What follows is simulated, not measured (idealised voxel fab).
A process module follows: voxel self aligned contacts.
It is cross-section cut that appears here, measuring 240 nm in width, its square cells being 5 nm in size.
We lay out every cross-section as a grid of square cells and spell it out in bands from the top down, where one band means one or more rows of cells.
Top, bottom (nm), then materials left to right with widths (nm); lone material tagged "edge to edge" fills the whole band edge to edge; "empty" = empty space.
Zero point of the height axis is 0; under it, received wafer = one material. Lowest band: continues down indefinitely, "0 nm and below".
The expression "30->40" gives the width at the extremes of the band, the first number at its top row of cells and the second at its bottom row, with the width changing by equal amounts from each row to the next in between.
"left unchanged" after a step means that no cell of the cross-section changed.
In the "Voids, fully enclosed" entry, you get each enclosed empty space of 8 cells or more, one with no open way to the top, written width x height at distance, distance from the left edge, in nm.
Where a step's line continues beyond its settings, the continuation is a remark by the simulator itself on that step.
When a step includes a mask, the "overlay nm" setting on its line states how far to the right of its planned place that mask lay, and negative values state how far to the left.

PROCESS STEPS (PLANNED)
- 1: RECEIVE, material Si
- 2: OXIDIZE, depth nm 5
- 3: DIRECTIONAL_DEP, material polySi, thk nm 30
- 4: DIRECTIONAL_DEP, material SiN, thk nm 20
- 5: PATTERN, tone cover, mask id GATE, material resist, width nm 35, pitch nm 70, thk nm 15, overlay nm -15
- 6: DIRECTIONAL_ETCH, etch materials SiN, depth nm 20
- 7: DIRECTIONAL_ETCH, etch materials polySi, depth nm 30
- 8: STRIP, etch materials resist
- 9: CONFORMAL_DEP, material SiN, thk nm 10
- 10: DIRECTIONAL_ETCH, etch materials SiN, depth nm 10
- 11: FILL_DEP, material SiO2, thk nm 15
- 12: CMP, height nm 60
- 13: DIRECTIONAL_DEP, material aC, thk nm 10
- 14: PATTERN, tone open, mask id CONTACT, material resist, width nm 55, pitch nm 70, thk nm 30, overlay nm 0
- 15: DIRECTIONAL_ETCH, etch materials aC, depth nm 10
- 16: STRIP, etch materials resist
- 17: DIRECTIONAL_ETCH, etch materials SiO2, depth nm 65
- 18: STRIP, etch materials aC
- 19: CONFORMAL_DEP, material TiN, thk nm 5
- 20: FILL_DEP, material W, thk nm 5
- 21: CMP, height nm 60
- 22: CONFORMAL_DEP, material SiCN, thk nm 5
What sets these wafers apart? The overlay nm at step 5. They all start alike, and the plan carries the first wafer's value.

CROSS-SECTION OF THE FIRST INCOMING WAFER OF SEVERAL, STATE AFTER STEP 1
    0 nm and below | Si edge to edge
    Voids, fully enclosed: none

END OF MODULE: CROSS-SECTION OF THE FIRST OF SEVERAL WAFERS AFTER STEP 22, THE LAST STEP
    65 nm to 60 nm | SiCN edge to edge
    60 nm to 50 nm | 55 SiO2, then 5->10 TiN, then 45->5 W, then 5->40 TiN, then 15 SiO2, then 5->10 TiN, then 45->5 W, then 5->40 TiN, then 60 SiO2
    50 nm to 30 nm | 5 SiO2, then 55 SiN, then 5 TiN, then 5 W, then 5 TiN, then 55 SiN, then 5 TiN, then 5 W, then 5 TiN, then 55 SiN, then 40 SiO2
    30 nm to 0 nm | 5 SiO2, then 10 SiN, then 35 polySi, then 10 SiN, then 5 TiN, then 5 W, then 5 TiN, then 10 SiN, then 35 polySi, then 10 SiN, then 5 TiN, then 5 W, then 5 TiN, then 10 SiN, then 35 polySi, then 10 SiN, then 40 SiO2
    0 nm to -5 nm | 60 SiO2, then 15 TiN, then 55 SiO2, then 15 TiN, then 95 SiO2
    -5 nm and below | Si edge to edge
    Voids, fully enclosed: none

LAST WAFER, END OF MODULE, CROSS-SECTION
    65 nm to 60 nm | SiCN edge to edge
    60 nm to 50 nm | 55 SiO2, then 5->40 TiN, then 45->5 W, then 5->10 TiN, then 15 SiO2, then 5->40 TiN, then 45->5 W, then 5->10 TiN, then 60 SiO2
    50 nm to 30 nm | 35 SiO2, then 55 SiN, then 5 TiN, then 5 W, then 5 TiN, then 55 SiN, then 5 TiN, then 5 W, then 5 TiN, then 55 SiN, then 10 SiO2
    30 nm to 0 nm | 35 SiO2, then 10 SiN, then 35 polySi, then 10 SiN, then 5 TiN, then 5 W, then 5 TiN, then 10 SiN, then 35 polySi, then 10 SiN, then 5 TiN, then 5 W, then 5 TiN, then 10 SiN, then 35 polySi, then 10 SiN, then 10 SiO2
    0 nm to -5 nm | 90 SiO2, then 15 TiN, then 55 SiO2, then 15 TiN, then 65 SiO2
    -5 nm and below | Si edge to edge
    Voids, fully enclosed: none

END OF MODULE, BY WAFER: MATERIAL-BY-MATERIAL CELL GAIN (+) OR LOSS (-) SINCE RECEIPT, THEN CLOSED VOIDS
overlay nm -15 | -48 Si | +48 SiCN | +204 SiN | +184 SiO2 | +70 TiN | +40 W | +126 polySi | Voids, fully enclosed: none
overlay nm -10 | -48 Si | +48 SiCN | +204 SiN | +184 SiO2 | +70 TiN | +40 W | +126 polySi | Voids, fully enclosed: none
overlay nm -5 | -48 Si | +48 SiCN | +204 SiN | +184 SiO2 | +70 TiN | +40 W | +126 polySi | Voids, fully enclosed: none
overlay nm 0 | -48 Si | +48 SiCN | +204 SiN | +184 SiO2 | +70 TiN | +40 W | +126 polySi | Voids, fully enclosed: none
overlay nm 5 | -48 Si | +48 SiCN | +204 SiN | +184 SiO2 | +70 TiN | +40 W | +126 polySi | Voids, fully enclosed: none
overlay nm 10 | -48 Si | +48 SiCN | +204 SiN | +184 SiO2 | +70 TiN | +40 W | +126 polySi | Voids, fully enclosed: none
overlay nm 15 | -48 Si | +48 SiCN | +204 SiN | +184 SiO2 | +70 TiN | +40 W | +126 polySi | Voids, fully enclosed: none
